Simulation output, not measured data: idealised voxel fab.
Documented hereafter: the process module known as voxel ribs on slabs.
Cross-section cut: width 265 nm, square cells of 5 nm.
Think of the cross-section as a grid of square cells. We describe it in bands, top to bottom, and each band covers one or more rows of those cells. A band entry consists of two parts. The first gives the height of the band's top and the height of its bottom, in nm. The rest lists the band's materials from left to right, each with its width in nm. A single material labelled with the word "all across" fills the band from edge to edge, and the word "blank" marks empty space. Height datum 0, below which the as-received substrate wafer is one material. Lowest band open at the bottom, running downward: "z 0 and below". The two numbers in a width such as "30..40" mark its ends across the band: the first belongs to the top row of cells, the second to the bottom row, and from each row to the next the width moves by the same amount. A step reported as "nothing changed" is a step in which no cell of the cross-section changed. "Fully sealed voids" lists enclosed empty spaces (at least 8 cells, no open path upward to the top), each as width x height at distance from the left edge, in nm. On each step's line, the part that comes after the settings is the simulator's own comment on the step. "overlay nm" on a masked step: distance the mask lay right of its planned place, negative for left.

**Process steps foreseen in the plan**
| 1 | RECEIVE | material Si |
| 2 | DIRECTIONAL_DEP | material SiO2 | thk nm 20 |
| 3 | DIRECTIONAL_DEP | material SiN | thk nm 25 |
| 4 | DIRECTIONAL_DEP | material aC | thk nm 10 |
| 5 | PATTERN | tone cover | mask id RIB | material resist | width nm 25 | thk nm 25 | overlay nm 0 |
| 6 | DIRECTIONAL_ETCH | etch materials aC | depth nm 10 |
| 7 | STRIP | etch materials resist |
| 8 | DIRECTIONAL_ETCH | etch materials SiN | depth nm 20 |
| 9 | STRIP | etch materials aC |
| 10 | MASKED_ETCH | tone cover | mask id SLAB | width nm 75 | etch materials SiN | depth nm 5 | overlay nm 0 |
| 11 | FILL_DEP | material SiO2 | thk nm 15 |
| 12 | CMP | height nm 55 |
| 13 | DIRECTIONAL_DEP | material TiN | thk nm 5 |
| 14 | MASKED_ETCH | tone cover | mask id HEATER | width nm 35 | etch materials TiN | depth nm 5 | overlay nm 0 |
| 15 | CONFORMAL_DEP | material SiO2 | thk nm 5 |

**The first wafer of two, processed as planned**

**Cross-section: wafer on arrival = after step 1**
> z 0 and below: Si all across
> Fully sealed voids: none

**Cross-section of the wafer after step 2**
> z 20 to 0: SiO2 all across
> Below 0 it's all the same as before, nothing changed down there.

**Cross-section of the wafer after step 3**
> z 45 to 20: SiN all across
> Below 20 it's all the same as before, nothing changed down there.

**Cross-section of the wafer after step 4**
> z 55 to 45: aC all across
> Below 45 it's all the same as before, nothing changed down there.

**Cross-section of the wafer after step 5**
> z 80 to 55: blank=120; resist=25; blank=120
> Below 55 it's all the same as before, nothing changed down there.

**Cross-section of the wafer after step 6**
> z 70 to 55: blank=120; resist=25; blank=120
> z 55 to 45: blank=120; aC=25; blank=120
> Below 45 it's all the same as before, nothing changed down there.

**Cross-section of the wafer after step 7**
> z 55 to 45: blank=120; aC=25; blank=120
> Below 45 it's all the same as before, nothing changed down there.

**Cross-section of the wafer after step 8**
> z 55 to 45: blank=120; aC=25; blank=120
> z 45 to 25: blank=120; SiN=25; blank=120
> Below 25 it's all the same as before, nothing changed down there.

**Cross-section of the wafer after step 9**
> z 45 to 25: blank=120; SiN=25; blank=120
> Below 25 it's all the same as before, nothing changed down there.

**Cross-section of the wafer after step 10**
> z 45 to 25: blank=120; SiN=25; blank=120
> z 25 to 20: blank=95; SiN=75; blank=95
> Below 20 it's all the same as before, nothing changed down there.

**Cross-section of the wafer after step 11**
> z 60 to 45: SiO2 all across
> z 45 to 25: SiO2=120; SiN=25; SiO2=120
> z 25 to 20: SiO2=95; SiN=75; SiO2=95
> Below 20 it's all the same as before, nothing changed down there.

**Cross-section of the wafer after step 12**
> z 55 to 45: SiO2 all across
> Below 45 it's all the same as before, nothing changed down there.

**Cross-section of the wafer after step 13**
> z 60 to 55: TiN all across
> Below 55 it's all the same as before, nothing changed down there.

**Cross-section of the wafer after step 14**
> z 60 to 55: blank=115; TiN=35; blank=115
> Below 55 it's all the same as before, nothing changed down there.

**Cross-section of the wafer after step 15**
> z 65 to 60: blank=110; SiO2=45; blank=110
> z 60 to 55: SiO2=115; TiN=35; SiO2=115
> Below 55 it's all the same as before, nothing changed down there.

**Second wafer. Start and plan as for the first. One mistake made in running. Agrees with the first up to and including step 1**

**when step 2 should have ended**
> z 25 to 0: SiN all across
> Below 0 it's all the same as before, nothing changed down there.

**when step 3 should have ended**
> z 45 to 25: SiO2 all across
> Below 25 it's all the same as before, nothing changed down there.

**when step 4 should have ended**
> z 55 to 45: aC all across
> Below 45 it's all the same as before, nothing changed down there.

**when step 5 should have ended**
> z 80 to 55: blank=120; resist=25; blank=120
> Below 55 it's all the same as before, nothing changed down there.

**when step 6 should have ended**
> z 70 to 55: blank=120; resist=25; blank=120
> z 55 to 45: blank=120; aC=25; blank=120
> Below 45 it's all the same as before, nothing changed down there.

**when step 7 should have ended**
> z 55 to 45: blank=120; aC=25; blank=120
> Below 45 it's all the same as before, nothing changed down there.

when step 8 should have ended: nothing changed

**when step 9 should have ended**
> z 45 to 25: SiO2 all across
> Below 25 it's all the same as before, nothing changed down there.

when step 10 should have ended: nothing changed

**when step 11 should have ended**
> z 60 to 25: SiO2 all across
> Below 25 it's all the same as before, nothing changed down there.

**when step 12 should have ended**
> z 55 to 25: SiO2 all across
> Below 25 it's all the same as before, nothing changed down there.

**when step 13 should have ended**
> z 60 to 55: TiN all across
> Below 55 it's all the same as before, nothing changed down there.

**when step 14 should have ended**
> z 60 to 55: blank=115; TiN=35; blank=115
> Below 55 it's all the same as before, nothing changed down there.

**when step 15 should have ended**
> z 65 to 60: blank=110; SiO2=45; blank=110
> z 60 to 55: SiO2=115; TiN=35; SiO2=115
> Below 55 it's all the same as before, nothing changed down there.
Processing error: a sequencing error occurred in which plan steps 2 and 3 were transposed
Count the cells at the end and the second wafer has more or fewer of some materials than the first: +230 SiN | -230 SiO2
